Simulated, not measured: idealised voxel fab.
This is a process module. Its name is voxel self aligned vias.
The width of the displayed cross-section, cut, is 270 nm; its cells are square, with a size of 5 nm.
Notation: cross-section as square-cell grid; stated in bands, top first, going down; one or more cell rows per band.
In this notation a band is specified by the heights of its top and bottom, in that order and in nm, after which its materials appear from left to right, each paired with its width in nm. The word "edge to edge" attached to a single material means that material fills the band from edge to edge; the word "air" stands for empty space.
Counting heights begins at 0, where everything beneath is, in the wafer as received, one material. The lowest band has no bottom; it goes on downwards, as "0..down" shows.
Width: "30 to 40" (first number = top row, second number = bottom row, same change from row to row of cells).
"changes: none" means the step left every cell of the cross-section as it was.
"Voids, enclosed" lists enclosed empty spaces (at least 8 cells, no open path upward to the top), each as width x height at distance from the left edge, in nm.
Text after the settings on a step's line: the simulator's own remark on that step.
Steps that use a mask can have "overlay nm" on their line. It says how far the mask sat to the right of where it was meant to be. Negative means to the left.
Set out below are the planned steps of the process:
1: RECEIVE: material Si
2: CONFORMAL_DEP: material SiO2, thk nm 15
3: CONFORMAL_DEP: material SiCN, thk nm 5
4: DIRECTIONAL_DEP: material SiO2, thk nm 30
5: PATTERN: tone open, mask id LINES, material resist, width nm 25, pitch nm 50, thk nm 15, overlay nm 0
6: DIRECTIONAL_ETCH: etch materials SiO2, depth nm 30
7: STRIP: etch materials resist
8: CONFORMAL_DEP: material TiN, thk nm 5
9: FILL_DEP: material Ru, thk nm 10
10: CMP: height nm 50
11: SELECTIVE_ETCH: etch materials W Ru TiN, depth nm 5
12: FILL_DEP: material SiN, thk nm 5
13: CMP: height nm 50
14: DIRECTIONAL_DEP: material SiO2, thk nm 20
15: MASKED_ETCH: tone open, mask id VIAS, width nm 35, pitch nm 100, etch materials SiO2, depth nm 20, overlay nm 0
16: MASKED_ETCH: tone open, mask id VIAS, width nm 35, pitch nm 100, etch materials SiN, depth nm 5, overlay nm 0
17: CONFORMAL_DEP: material TiN, thk nm 5
18: FILL_DEP: material Cu, thk nm 5
19: CMP: height nm 70
20: CONFORMAL_DEP: material SiN, thk nm 5
Cross-sectional view of the wafer in its as-received condition, corresponding to the state after step 1:
- 0..down  Si edge to edge
- Voids, enclosed: none
Wafer at module end, in section. Began as above, planned as above, run with one mistake:
- 75..70  SiN edge to edge
- 70..55  65 of SiO2; 5 of TiN; 25 of Cu; 5 of TiN; 65 of SiO2; 5 of TiN; 25 of Cu; 5 of TiN; 70 of SiO2
- 55..50  65 of SiO2; 10 of TiN; 15 of Cu; 10 of TiN; 65 of SiO2; 10 of TiN; 15 of Cu; 10 of TiN; 70 of SiO2
- 50..45  70 of SiO2; 25 of TiN; 25 of SiO2; 25 of SiN; 25 of SiO2; 25 of TiN; 75 of SiO2
- 45..40  70 of SiO2; 5 of TiN; 15 of Ru; 5 of TiN; 25 of SiO2; 5 of TiN; 15 of Ru; 5 of TiN; 25 of SiO2; 5 of TiN; 15 of Ru; 5 of TiN; 75 of SiO2
- 40..35  70 of SiO2; 25 of TiN; 25 of SiO2; 25 of TiN; 25 of SiO2; 25 of TiN; 75 of SiO2
- 35..30  SiCN edge to edge
- 30..0  SiO2 edge to edge
- 0..down  Si edge to edge
- Voids, enclosed: none
The mistake made against the process plan was this: it should be noted that step 2 of the plan was executed twice
